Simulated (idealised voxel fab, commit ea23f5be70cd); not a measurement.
A process module follows: voxel air gaps.
FYI the section here is cut, 250 nm wide, cells are 5 nm squares.
A cross-section is written here as square cells arranged in a grid, and it is given in bands from the top down, each band taking up one or more rows of cells. Top, bottom (nm), then materials left to right with widths (nm); lone material tagged "all across" fills the whole band edge to edge; "blank" = empty space. Height is counted from the level 0, under which the received wafer is composed throughout of one material. The lowest of the bands is not closed at the bottom but continues downward, in the notation "z 0 and below". Width "30->40": first value at the band's top row of cells, second value at its bottom row, equal change from row to row. "nothing got changed" means the step left every cell of the cross-section as it was. In the "Enclosed void listing" entry, you get each enclosed empty space of 8 cells or more, one with no open way to the top, written width x height at distance, distance from the left edge, in nm. On a step's line, text after the settings is the simulator commenting on that step. The "overlay nm" setting may appear on a step's line; for a step that uses a mask, it gives how far to the right of its planned position the mask lay, and a negative value indicates the left.
# This section lists the process steps that were planned
1 RECEIVE with material Si
2 CONFORMAL_DEP with material SiO2, thk nm 15
3 CONFORMAL_DEP with material SiN, thk nm 5
4 DIRECTIONAL_DEP with material SiO2, thk nm 35
5 MASKED_ETCH with tone open, mask id LINES, width nm 25, pitch nm 55, etch materials SiO2, depth nm 35, overlay nm 0
6 CONFORMAL_DEP with material TiN, thk nm 5
7 FILL_DEP with material Cu, thk nm 5
8 CMP with height nm 55
9 EPI with material Ru, thk nm 10
10 SELECTIVE_ETCH with etch materials SiO2, depth nm 45
11 CONFORMAL_DEP with material SiCN, thk nm 5
# as received, after step 1
    z 0 and below: Si all across
    Enclosed void listing: none
# End-of-module XS, first of two wafers, run as planned
    z 70 to 65: blank 40 nm, SiCN 165 nm, blank 45 nm
    z 65 to 55: blank 40 nm, SiCN 5 nm, Ru 45 nm, SiCN 10 nm, Ru 45 nm, SiCN 10 nm, Ru 45 nm, SiCN 5 nm, blank 45 nm
    z 55 to 50: blank 40 nm, SiCN 15 nm, TiN 5 nm, Cu 15 nm, TiN 5 nm, SiCN 30 nm, TiN 5 nm, Cu 15 nm, TiN 5 nm, SiCN 30 nm, TiN 5 nm, Cu 15 nm, TiN 5 nm, SiCN 15 nm, blank 45 nm
    z 50 to 25: blank 50 nm, SiCN 5 nm, TiN 5 nm, Cu 15 nm, TiN 5 nm, SiCN 5 nm, blank 20 nm, SiCN 5 nm, TiN 5 nm, Cu 15 nm, TiN 5 nm, SiCN 5 nm, blank 20 nm, SiCN 5 nm, TiN 5 nm, Cu 15 nm, TiN 5 nm, SiCN 5 nm, blank 55 nm
    z 25 to 20: SiCN 55 nm, TiN 25 nm, SiCN 30 nm, TiN 25 nm, SiCN 30 nm, TiN 25 nm, SiCN 60 nm
    z 20 to 15: SiN all across
    z 15 to 0: SiO2 all across
    z 0 and below: Si all across
    Enclosed void listing: 20 x 25 at 85; 20 x 25 at 140
# Here's the second of our two wafers sectioned at module end. Same start as the first, same plan, but one mistake got made running it
    z 70 to 65: blank 45 nm, SiCN 50 nm, blank 5 nm, SiCN 50 nm, blank 5 nm, SiCN 50 nm, blank 45 nm
    z 65 to 55: blank 45 nm, SiCN 5 nm, Ru 40 nm, SiCN 5 nm, blank 5 nm, SiCN 5 nm, Ru 40 nm, SiCN 5 nm, blank 5 nm, SiCN 5 nm, Ru 40 nm, SiCN 5 nm, blank 45 nm
    z 55 to 50: blank 45 nm, SiCN 15 nm, TiN 5 nm, Cu 10 nm, TiN 5 nm, SiCN 15 nm, blank 5 nm, SiCN 15 nm, TiN 5 nm, Cu 10 nm, TiN 5 nm, SiCN 15 nm, blank 5 nm, SiCN 15 nm, TiN 5 nm, Cu 10 nm, TiN 5 nm, SiCN 15 nm, blank 45 nm
    z 50 to 25: blank 55 nm, SiCN 5 nm, TiN 5 nm, Cu 10 nm, TiN 5 nm, SiCN 5 nm, blank 25 nm, SiCN 5 nm, TiN 5 nm, Cu 10 nm, TiN 5 nm, SiCN 5 nm, blank 25 nm, SiCN 5 nm, TiN 5 nm, Cu 10 nm, TiN 5 nm, SiCN 5 nm, blank 55 nm
    z 25 to 20: SiCN 60 nm, TiN 20 nm, SiCN 35 nm, TiN 20 nm, SiCN 35 nm, TiN 20 nm, SiCN 60 nm
    z 20 to 15: SiN all across
    z 15 to 0: SiO2 all across
    z 0 and below: Si all across
    Enclosed void listing: none
Here's what went sideways: the process deviated at step 5: the operation and settings actually run there were MASKED_ETCH with tone open, mask id LINES, width nm 20, pitch nm 55, etch materials SiO2, depth nm 35, overlay nm 0
Final cells, second wafer relative to first, materials higher or lower: 18 fewer of Cu | 6 fewer of Ru | 3 fewer of TiN
Quick summary for you: first wafer finishes at 2 closed voids, second at 0.
